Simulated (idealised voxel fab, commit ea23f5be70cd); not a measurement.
process module | voxel transistor to metal
cross-section cut | 150 nm wide | cells 5 nm
A cross-section is a grid of square cells, given in bands from the top down. A band is one or more rows of cells.
Each band's line starts with the height of the band's top and of its bottom, in nm. Then come its materials from left to right, each with its width in nm. One material with "throughout" fills the band from edge to edge. "air" is empty space.
Height 0 is the level under which the wafer as received is all one material. The lowest band goes on downwards, as in "0 down".
A width such as "30 to 40" changes by the same amount from each row of cells to the next, from the band's top row to its bottom row.
"no change" after a step means that no cell of the cross-section changed.
closed voids: empty space of 8 cells or more with no open way to the top, each as width x height at its distance from the left edge, in nm
after a step's settings: what the simulator itself notes on the step
overlay nm, on a step with a mask: how far to the right of its planned place the mask lay; to the left if negative
plan
1 op RECEIVE | material Si
2 op OXIDIZE | depth nm 5
3 op CONFORMAL_DEP | material SiN | thk nm 15
4 op DIRECTIONAL_DEP | material aC | thk nm 10
5 op PATTERN | tone cover | mask id ACTIVE | material resist | width nm 105 | thk nm 25 | overlay nm 0
6 op DIRECTIONAL_ETCH | etch materials aC | depth nm 10
7 op STRIP | etch materials resist
8 op DIRECTIONAL_ETCH | etch materials SiN | depth nm 15
9 op DIRECTIONAL_ETCH | etch materials SiO2 | depth nm 5
10 op DIRECTIONAL_ETCH | etch materials Si | depth nm 30
11 op STRIP | etch materials aC
12 op FILL_DEP | material SiO2 | thk nm 10
13 op CMP | height nm 15
14 op SELECTIVE_ETCH | etch materials SiO2 | depth nm 15
15 op STRIP | etch materials SiN
16 op SELECTIVE_ETCH | etch materials SiO2 | depth nm 5
17 op OXIDIZE | depth nm 5
18 op DIRECTIONAL_DEP | material polySi | thk nm 30
19 op DIRECTIONAL_DEP | material SiCN | thk nm 15
20 op DIRECTIONAL_DEP | material aC | thk nm 10
21 op PATTERN | tone cover | mask id GATE | material resist | width nm 25 | thk nm 25 | overlay nm 0
22 op DIRECTIONAL_ETCH | etch materials aC | depth nm 10
23 op STRIP | etch materials resist
24 op DIRECTIONAL_ETCH | etch materials SiCN | depth nm 25
25 op DIRECTIONAL_ETCH | etch materials polySi | depth nm 40
26 op STRIP | etch materials aC
27 op CONFORMAL_DEP | material SiN | thk nm 10
28 op DIRECTIONAL_ETCH | etch materials SiN | depth nm 10
29 op DIRECTIONAL_ETCH | etch materials SiO2 | depth nm 5
30 op DIRECTIONAL_ETCH | etch materials Si | depth nm 10
31 op EPI | material pSi | thk nm 10
32 op FILL_DEP | material SiO2 | thk nm 5
33 op CMP | height nm 25
34 op STRIP | etch materials polySi
35 op SELECTIVE_ETCH | etch materials SiO2 | depth nm 5
36 op CONFORMAL_DEP | material HfO2 | thk nm 5
37 op CONFORMAL_DEP | material TiN | thk nm 5
38 op FILL_DEP | material W | thk nm 5
39 op CMP | height nm 20
40 op DIRECTIONAL_DEP | material SiO2 | thk nm 15
41 op MASKED_ETCH | tone open | mask id CONTACT | width nm 20 | pitch nm 75 | etch materials SiO2 | depth nm 45 | overlay nm 0
42 op CONFORMAL_DEP | material TiN | thk nm 5
43 op FILL_DEP | material W | thk nm 5
44 op CMP | height nm 35
45 op DIRECTIONAL_DEP | material TiN | thk nm 5
46 op DIRECTIONAL_DEP | material W | thk nm 20
47 op MASKED_ETCH | tone cover | mask id METAL_1 | width nm 20 | pitch nm 75 | etch materials W | depth nm 20 | overlay nm 0
48 op MASKED_ETCH | tone cover | mask id METAL_1 | width nm 20 | pitch nm 75 | etch materials TiN | depth nm 5 | overlay nm 0
49 op CONFORMAL_DEP | material SiCN | thk nm 5
50 op FILL_DEP | material SiO2 | thk nm 5
51 op CMP | height nm 60
52 op CONFORMAL_DEP | material SiCN | thk nm 5
as received, after step 1
  0 down: Si throughout
  closed voids: none
first wafer at the end, as planned
  65 to 60: SiCN throughout
  60 to 40: SiO2 20 | SiCN 5 | W 20 | SiCN 5 | SiO2 45 | SiCN 5 | W 20 | SiCN 5 | SiO2 25
  40 to 35: SiCN 25 | TiN 20 | SiCN 55 | TiN 20 | SiCN 30
  35 to 20: SiO2 25 | TiN 5 | W 10 | TiN 5 | SiO2 55 | TiN 5 | W 10 | TiN 5 | SiO2 30
  20 to 5: SiO2 25 | TiN 5 | W 10 | TiN 5 | SiO2 5 | SiN 10 | HfO2 5 | TiN 5 | W 5 | TiN 5 | HfO2 5 | SiN 10 | SiO2 5 | TiN 5 | W 10 | TiN 5 | SiO2 30
  5 to 0: SiO2 25 | TiN 5 | W 5 | TiN 10 | SiO2 5 | SiN 10 | HfO2 5 | TiN 5 | W 5 | TiN 5 | HfO2 5 | SiN 10 | SiO2 5 | TiN 10 | W 5 | TiN 5 | SiO2 30
  0 to -5: SiO2 25 | TiN 5 | W 5 | TiN 5 | pSi 10 | SiN 10 | HfO2 5 | TiN 15 | HfO2 5 | SiN 10 | pSi 10 | TiN 5 | W 5 | TiN 5 | SiO2 30
  -5 to -10: SiO2 25 | TiN 15 | pSi 10 | SiO2 5 | HfO2 35 | SiO2 5 | pSi 10 | TiN 15 | SiO2 30
  -10 to -20: SiO2 20 | pSi 30 | Si 45 | pSi 30 | SiO2 25
  -20 to -35: SiO2 20 | Si 105 | SiO2 25
  -35 down: Si throughout
  closed voids: none
second wafer at the end: like start, like plan, one mistake
  65 to 60: SiCN throughout
  60 to 40: SiO2 20 | SiCN 5 | W 20 | SiCN 5 | SiO2 45 | SiCN 5 | W 20 | SiCN 5 | SiO2 25
  40 to 35: SiCN 25 | TiN 20 | SiCN 55 | TiN 20 | SiCN 30
  35 to 20: SiO2 25 | TiN 5 | W 10 | TiN 5 | SiO2 55 | TiN 5 | W 10 | TiN 5 | SiO2 30
  20 to 0: SiO2 25 | TiN 5 | W 10 | TiN 5 | SiO2 10 | SiN 5 | HfO2 5 | TiN 5 | W 5 | TiN 5 | HfO2 5 | SiN 5 | SiO2 10 | TiN 5 | W 10 | TiN 5 | SiO2 30
  0 to -5: SiO2 25 | TiN 5 | W 10 | TiN 5 | pSi 10 | SiN 5 | HfO2 5 | TiN 15 | HfO2 5 | SiN 5 | pSi 10 | TiN 5 | W 10 | TiN 5 | SiO2 30
  -5 to -10: SiO2 25 | TiN 20 | pSi 10 | HfO2 35 | pSi 10 | TiN 20 | SiO2 30
  -10 to -20: SiO2 20 | pSi 35 | Si 35 | pSi 35 | SiO2 25
  -20 to -35: SiO2 20 | Si 105 | SiO2 25
  -35 down: Si throughout
  closed voids: none
what went wrong: step 27 ran as: op CONFORMAL_DEP | material SiN | thk nm 5
at the end the second wafer has, in cells: 4 fewer of Si | 10 fewer of SiN | 6 more of SiO2 | 4 more of W | 4 more of pSi
